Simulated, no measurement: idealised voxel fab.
process module | voxel plated lines
cross-section cut | 185 nm wide | cells 5 nm
A cross-section is a grid of square cells, given in bands from the top down. A band is one or more rows of cells.
Each band's line starts with the height of the band's top and of its bottom, in nm. Then come its materials from left to right, each with its width in nm. One material with "throughout" fills the band from edge to edge. "air" is empty space.
Height 0 is the level under which the wafer as received is all one material. The lowest band goes on downwards, as in "0 down".
A width such as "30 to 40" changes by the same amount from each row of cells to the next, from the band's top row to its bottom row.
"no change" after a step means that no cell of the cross-section changed.
closed voids: empty space of 8 cells or more with no open way to the top, each as width x height at its distance from the left edge, in nm
after a step's settings: what the simulator itself notes on the step
overlay nm, on a step with a mask: how far to the right of its planned place the mask lay; to the left if negative
plan
1 op RECEIVE | material Si
2 op CONFORMAL_DEP | material Al2O3 | thk nm 15
3 op DIRECTIONAL_DEP | material TiN | thk nm 5
4 op PATTERN | tone open | mask id LINES | material resist | width nm 25 | pitch nm 55 | thk nm 30 | overlay nm 0
5 op EPI | material Ru | thk nm 5
6 op EPI | material Ru | thk nm 10
7 op STRIP | etch materials resist
8 op DIRECTIONAL_ETCH | etch materials TiN | depth nm 5
9 op CONFORMAL_DEP | material SiN | thk nm 10
as received, after step 1
  0 down: Si throughout
  closed voids: none
first wafer at the end, as planned
  45 to 35: air 40 | SiN 45 | air 10 | SiN 45 | air 45
  35 to 25: air 40 | SiN 10 | Ru 25 | SiN 10 | air 10 | SiN 10 | Ru 25 | SiN 10 | air 45
  25 to 20: SiN 50 | Ru 25 | SiN 30 | Ru 25 | SiN 55
  20 to 15: SiN 50 | TiN 25 | SiN 30 | TiN 25 | SiN 55
  15 to 0: Al2O3 throughout
  0 down: Si throughout
  closed voids: none
second wafer at the end: like start, like plan, one mistake
  40 to 35: air 45 | SiN 35 | air 20 | SiN 35 | air 50
  35 to 20: air 45 | SiN 5 | Ru 25 | SiN 5 | air 20 | SiN 5 | Ru 25 | SiN 5 | air 50
  20 to 15: SiN 50 | TiN 25 | SiN 30 | TiN 25 | SiN 55
  15 to 0: Al2O3 throughout
  0 down: Si throughout
  closed voids: none
what went wrong: step 9 ran as: op CONFORMAL_DEP | material SiN | thk nm 5
at the end the second wafer has, in cells: 53 fewer of SiN
